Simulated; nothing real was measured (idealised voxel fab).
Process module under the name voxel wiring stack
We display cut, a cross-section 195 nm in width whose square cells are each 5 nm.
In this document a cross-section is written as a grid of square cells. It is given as a series of bands, listed from the top down, and a band is one or more rows of cells.
What a band's entry tells you: where the top is and where the bottom is, as heights in nm, and after that what lies inside, material by material from left to right, each with its width in nm. Empty space is written as the word "empty", and a single material marked with the word "full width" occupies the band from edge to edge.
Note: height 0 marks the level under which the wafer is uniformly one material as received. Lowest band unbounded below, written "0 and below".
With a width like "30->40", each row of cells in the band differs from the next by the same amount, the top row carrying the first number and the bottom row the second.
"same as before" for a step: no cell of the cross-section changed in that step.
The list in "Cavities, sealed" covers empty spaces of 8 cells or more that cannot reach the top through any open way, and it gives each as width x height at distance; the distance is from the left edge, and width, height and distance are in nm.
Anything after a step's settings on that line? It's the simulator's own note about the step.
"overlay nm" answers the question of how far to the right of plan the mask lay on a step that has a mask, and when it is negative the answer is to the left.

[The steps planned for the process are as follows]
1,RECEIVE with material Si
2,CONFORMAL_DEP with material SiO2, thk nm 10
3,CONFORMAL_DEP with material SiCN, thk nm 5
4,DIRECTIONAL_DEP with material lowk, thk nm 20
5,MASKED_ETCH with tone open, mask id METAL_1, width nm 25, pitch nm 45, etch materials lowk, depth nm 20, overlay nm 0
6,MASKED_ETCH with tone open, mask id METAL_1, width nm 25, pitch nm 45, etch materials SiCN, depth nm 5, overlay nm 0
7,CONFORMAL_DEP with material TiN, thk nm 5
8,FILL_DEP with material Ru, thk nm 5
9,CMP with height nm 35
10,CONFORMAL_DEP with material SiCN, thk nm 5
11,DIRECTIONAL_DEP with material SiO2, thk nm 35
12,MASKED_ETCH with tone open, mask id METAL_2_HOLES, width nm 15, pitch nm 45, etch materials SiO2, depth nm 35, overlay nm 0
13,DIRECTIONAL_DEP with material aC, thk nm 15
14,PATTERN with tone open, mask id METAL_2, material resist, width nm 25, pitch nm 45, thk nm 30, overlay nm 0
15,DIRECTIONAL_ETCH with etch materials aC, depth nm 15
16,STRIP with etch materials resist
17,DIRECTIONAL_ETCH with etch materials SiO2, depth nm 20
18,DIRECTIONAL_ETCH with etch materials SiCN, depth nm 5
19,STRIP with etch materials aC
20,CONFORMAL_DEP with material TiN, thk nm 5
21,FILL_DEP with material Cu, thk nm 5
22,CMP with height nm 75
23,CONFORMAL_DEP with material SiCN, thk nm 5
24,DIRECTIONAL_DEP with material SiO2, thk nm 10
25,DIRECTIONAL_DEP with material aC, thk nm 10
26,PATTERN with tone open, mask id PLUG_2, material resist, width nm 15, pitch nm 90, thk nm 25, overlay nm 0
27,DIRECTIONAL_ETCH with etch materials aC, depth nm 10
28,STRIP with etch materials resist
29,DIRECTIONAL_ETCH with etch materials SiO2, depth nm 10
30,DIRECTIONAL_ETCH with etch materials SiCN, depth nm 5
31,STRIP with etch materials aC
32,CONFORMAL_DEP with material TiN, thk nm 5
33,FILL_DEP with material Cu, thk nm 5
34,CMP with height nm 90
35,DIRECTIONAL_DEP with material TiN, thk nm 5
36,DIRECTIONAL_DEP with material W, thk nm 20
37,MASKED_ETCH with tone cover, mask id METAL_3, width nm 25, pitch nm 45, etch materials W, depth nm 20, overlay nm 0
38,MASKED_ETCH with tone cover, mask id METAL_3, width nm 25, pitch nm 45, etch materials TiN, depth nm 5, overlay nm 0
39,CONFORMAL_DEP with material SiCN, thk nm 5
40,FILL_DEP with material SiO2, thk nm 10
41,CMP with height nm 115
42,CONFORMAL_DEP with material SiN, thk nm 5

[As-received wafer cross-section (after step 1)]
	0 and below | Si full width
	Cavities, sealed: none

[First wafer of two, sectioned at end of module; run went per plan]
	120 down to 115 | SiN full width
	115 down to 95 | SiO2 (35)  SiCN (5)  W (25)  SiCN (5)  SiO2 (10)  SiCN (5)  W (25)  SiCN (5)  SiO2 (10)  SiCN (5)  W (25)  SiCN (5)  SiO2 (35)
	95 down to 90 | SiCN (40)  TiN (25)  SiCN (20)  TiN (25)  SiCN (20)  TiN (25)  SiCN (40)
	90 down to 80 | SiO2 (40)  TiN (5)  Cu (5)  TiN (5)  SiO2 (75)  TiN (5)  Cu (5)  TiN (5)  SiO2 (50)
	80 down to 75 | SiCN (40)  TiN (15)  SiCN (75)  TiN (15)  SiCN (50)
	75 down to 60 | SiO2 (40)  TiN (5)  Cu (15)  TiN (5)  SiO2 (20)  TiN (5)  Cu (15)  TiN (5)  SiO2 (20)  TiN (5)  Cu (15)  TiN (5)  SiO2 (40)
	60 down to 55 | SiO2 (40)  TiN (5)  Cu (5)  TiN (15)  SiO2 (20)  TiN (5)  Cu (5)  TiN (15)  SiO2 (20)  TiN (5)  Cu (5)  TiN (15)  SiO2 (40)
	55 down to 40 | SiO2 (40)  TiN (5)  Cu (5)  TiN (5)  SiO2 (30)  TiN (5)  Cu (5)  TiN (5)  SiO2 (30)  TiN (5)  Cu (5)  TiN (5)  SiO2 (50)
	40 down to 35 | SiCN (40)  TiN (15)  SiCN (30)  TiN (15)  SiCN (30)  TiN (15)  SiCN (50)
	35 down to 15 | lowk (40)  TiN (5)  Ru (15)  TiN (5)  lowk (20)  TiN (5)  Ru (15)  TiN (5)  lowk (20)  TiN (5)  Ru (15)  TiN (5)  lowk (40)
	15 down to 10 | SiCN (40)  TiN (25)  SiCN (20)  TiN (25)  SiCN (20)  TiN (25)  SiCN (40)
	10 down to 0 | SiO2 full width
	0 and below | Si full width
	Cavities, sealed: none

[Same start, same plan as the first wafer - but one mistake in the run. Cross-section of the second of the two at the end of the module]
	120 down to 115 | SiN full width
	115 down to 95 | SiO2 (35)  SiCN (5)  W (25)  SiCN (5)  SiO2 (10)  SiCN (5)  W (25)  SiCN (5)  SiO2 (10)  SiCN (5)  W (25)  SiCN (5)  SiO2 (35)
	95 down to 90 | SiCN (40)  TiN (25)  SiCN (20)  TiN (25)  SiCN (20)  TiN (25)  SiCN (40)
	90 down to 80 | SiO2 (40)  TiN (5)  Cu (5)  TiN (5)  SiO2 (75)  TiN (5)  Cu (5)  TiN (5)  SiO2 (50)
	80 down to 75 | SiCN (40)  TiN (15)  SiCN (75)  TiN (15)  SiCN (50)
	75 down to 40 | SiO2 (40)  TiN (5)  Cu (15)  TiN (5)  SiO2 (20)  TiN (5)  Cu (15)  TiN (5)  SiO2 (20)  TiN (5)  Cu (15)  TiN (5)  SiO2 (40)
	40 down to 35 | SiCN (40)  TiN (25)  SiCN (20)  TiN (25)  SiCN (20)  TiN (25)  SiCN (40)
	35 down to 15 | lowk (40)  TiN (5)  Ru (15)  TiN (5)  lowk (20)  TiN (5)  Ru (15)  TiN (5)  lowk (20)  TiN (5)  Ru (15)  TiN (5)  lowk (40)
	15 down to 10 | SiCN (40)  TiN (25)  SiCN (20)  TiN (25)  SiCN (20)  TiN (25)  SiCN (40)
	10 down to 0 | SiO2 full width
	0 and below | Si full width
	Cavities, sealed: none
In executing the process, a mistake was made relative to the plan: heads up, step 17 of the plan got done twice
At the finish, the second wafer shows more or fewer cells for some materials than the first does: 24 more of Cu, 6 fewer of SiCN, 18 fewer of SiO2
